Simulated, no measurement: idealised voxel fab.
Proc. module: voxel local oxidation
Cross-section cut spans 280 nm and uses square cells 5 nm in size.
Bands, listed from the top down, are how a cross-section gets written in this document; the cross-section itself is a grid of square cells, and a band is one or more rows of them. Look at the band entry: it leads with the top's height and the bottom's height in nm. Then it lists the materials left to right, with a width in nm for each. The word "everywhere" on a single material says that material fills the band edge to edge. The word "air" is empty space. Note: height 0 marks the level under which the wafer is uniformly one material as received. Lowest band unbounded below, written "0 down". It should be noted that a width expressed as "30..40" varies in equal increments from row to row of cells within the band, taking the value of the first number at the top row and that of the second number at the bottom row. Key: "identical to before" - step with no changed cell in the cross-section. Any empty space of 8 cells or more lacking an open way to the top shows up in "Cavities, sealed" as width x height at distance, distance from the left edge, in nm. Text after the settings on a step's line: the simulator's own remark on that step. overlay nm: mask right of planned place by this much (step with mask). Neg. = left.

Below is the list of planned process steps
- 1: RECEIVE [material Si]
- 2: CONFORMAL_DEP [material SiO2] [thk nm 5]
- 3: CONFORMAL_DEP [material SiN] [thk nm 15]
- 4: PATTERN [tone cover] [mask id ACTIVE] [material resist] [width nm 95] [thk nm 15] [overlay nm -15]
- 5: DIRECTIONAL_ETCH [etch materials SiN] [depth nm 15]
- 6: STRIP [etch materials resist]
- 7: SELECTIVE_ETCH [etch materials SiO2] [depth nm 5]
- 8: OXIDIZE [depth nm 15]
- 9: STRIP [etch materials SiN]
The plan's step 4 overlay nm is the first wafer's value; the wafers differ in this setting and start identical.

First of several wafers, received after step 1, in cross-section
- 0 down: Si everywhere
- Cavities, sealed: none

What follows is a table in which each wafer occupies a row; for the wafer as it stands at the close of the module, the row states, material by material, how many cells have been gained (+) or lost (-) since receipt, and then gives its closed voids
overlay nm -15, -135 Si, +152 SiO2, Cavities, sealed: none
overlay nm -10, -135 Si, +152 SiO2, Cavities, sealed: none
overlay nm -5, -135 Si, +152 SiO2, Cavities, sealed: none
overlay nm 0, -135 Si, +152 SiO2, Cavities, sealed: none
overlay nm 5, -135 Si, +152 SiO2, Cavities, sealed: none
overlay nm 10, -135 Si, +152 SiO2, Cavities, sealed: none
overlay nm 15, -135 Si, +152 SiO2, Cavities, sealed: none
